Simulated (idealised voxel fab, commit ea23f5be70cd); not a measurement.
Documented hereafter: the process module known as voxel self aligned contacts.
Xsec cut, 225 nm wide, square cell size 5 nm.
Each cross-section below is a grid of square cells, stated as bands in top-down order, with one or more rows of cells making up each band.
Band: top and bottom heights (nm) first, top before bottom; then materials from left to right, widths in nm. "full width" marks a sole material filling the band edge to edge. "blank" denotes empty space.
Height is counted from the level 0, under which the received wafer is composed throughout of one material. The lowest of the bands is not closed at the bottom but continues downward, in the notation "0 down".
Width "30 to 40": first value at the band's top row of cells, second value at its bottom row, equal change from row to row.
"nothing was modified" for a step: no cell of the cross-section changed in that step.
The list in "Non-vented voids" covers empty spaces of 8 cells or more that cannot reach the top through any open way, and it gives each as width x height at distance; the distance is from the left edge, and width, height and distance are in nm.
Note: text after step settings on the step line = simulator remark on that step.
On any step carrying a mask, the "overlay nm" setting, if present on the step's line, tells how far right of its planned place the mask lay; negative values point to the left.
Process steps foreseen in the plan:
- 1: op RECEIVE | material Si
- 2: op OXIDIZE | depth nm 5
- 3: op DIRECTIONAL_DEP | material polySi | thk nm 25
- 4: op DIRECTIONAL_DEP | material SiN | thk nm 25
- 5: op DIRECTIONAL_DEP | material aC | thk nm 10
- 6: op PATTERN | tone cover | mask id GATE | material resist | width nm 35 | pitch nm 80 | thk nm 25 | overlay nm 0
- 7: op DIRECTIONAL_ETCH | etch materials aC | depth nm 10
- 8: op STRIP | etch materials resist
- 9: op DIRECTIONAL_ETCH | etch materials SiN | depth nm 25
- 10: op DIRECTIONAL_ETCH | etch materials polySi | depth nm 25
- 11: op STRIP | etch materials aC
- 12: op CONFORMAL_DEP | material SiN | thk nm 10
- 13: op DIRECTIONAL_ETCH | etch materials SiN | depth nm 10
- 14: op FILL_DEP | material SiO2 | thk nm 15
- 15: op CMP | height nm 60
- 16: op MASKED_ETCH | tone open | mask id CONTACT | width nm 65 | pitch nm 80 | etch materials SiO2 | depth nm 65 | overlay nm 0
- 17: op CONFORMAL_DEP | material TiN | thk nm 5
- 18: op FILL_DEP | material W | thk nm 10
- 19: op CMP | height nm 60
- 20: op CONFORMAL_DEP | material SiCN | thk nm 5
Cross-sectional view of the wafer in its as-received condition, corresponding to the state after step 1:
0 down | Si full width
Non-vented voids: none
Cross-section, first of two wafers, end of module, run as planned:
65 to 60 | SiCN full width
60 to 50 | SiO2: 40 | TiN: 5 to 25 | W: 55 to 15 | TiN: 5 to 25 | SiO2: 15 | TiN: 5 to 25 | W: 55 to 15 | TiN: 5 to 25 | SiO2: 40
50 to 25 | SiO2: 5 | SiN: 55 | TiN: 5 | W: 15 | TiN: 5 | SiN: 55 | TiN: 5 | W: 15 | TiN: 5 | SiN: 55 | SiO2: 5
25 to 0 | SiO2: 5 | SiN: 10 | polySi: 35 | SiN: 10 | TiN: 5 | W: 15 | TiN: 5 | SiN: 10 | polySi: 35 | SiN: 10 | TiN: 5 | W: 15 | TiN: 5 | SiN: 10 | polySi: 35 | SiN: 10 | SiO2: 5
0 to -5 | SiO2: 60 | TiN: 25 | SiO2: 55 | TiN: 25 | SiO2: 60
-5 down | Si full width
Non-vented voids: none
Cross-section at end of module for the second wafer of two, which matched the first in starting point and plan and differed by one mistake in its processing:
65 to 60 | SiCN full width
60 to 50 | SiO2: 40 | TiN: 5 to 25 | W: 55 to 20 | TiN: 5 to 20 | SiO2: 15 | TiN: 5 to 25 | W: 55 to 20 | TiN: 5 to 20 | SiO2: 40
50 to 25 | SiO2: 10 | SiN: 50 | TiN: 5 | W: 20 | TiN: 5 | SiN: 50 | TiN: 5 | W: 20 | TiN: 5 | SiN: 50 | SiO2: 5
25 to 0 | SiO2: 10 | SiN: 10 | polySi: 30 | SiN: 10 | TiN: 5 | W: 20 | TiN: 5 | SiN: 10 | polySi: 30 | SiN: 10 | TiN: 5 | W: 20 | TiN: 5 | SiN: 10 | polySi: 30 | SiN: 10 | SiO2: 5
0 to -5 | SiO2: 60 | TiN: 30 | SiO2: 50 | TiN: 30 | SiO2: 55
-5 down | Si full width
Non-vented voids: none
Deviation noted in wafer processing: for step 6, the planned setting was not used; the step was instead run as op PATTERN | tone cover | mask id GATE | material resist | width nm 30 | pitch nm 80 | thk nm 25 | overlay nm 0
End of process, cell counts, second wafer against first, materials with more or fewer: 15 fewer of SiN, 8 more of SiO2, 22 more of W, 15 fewer of polySi
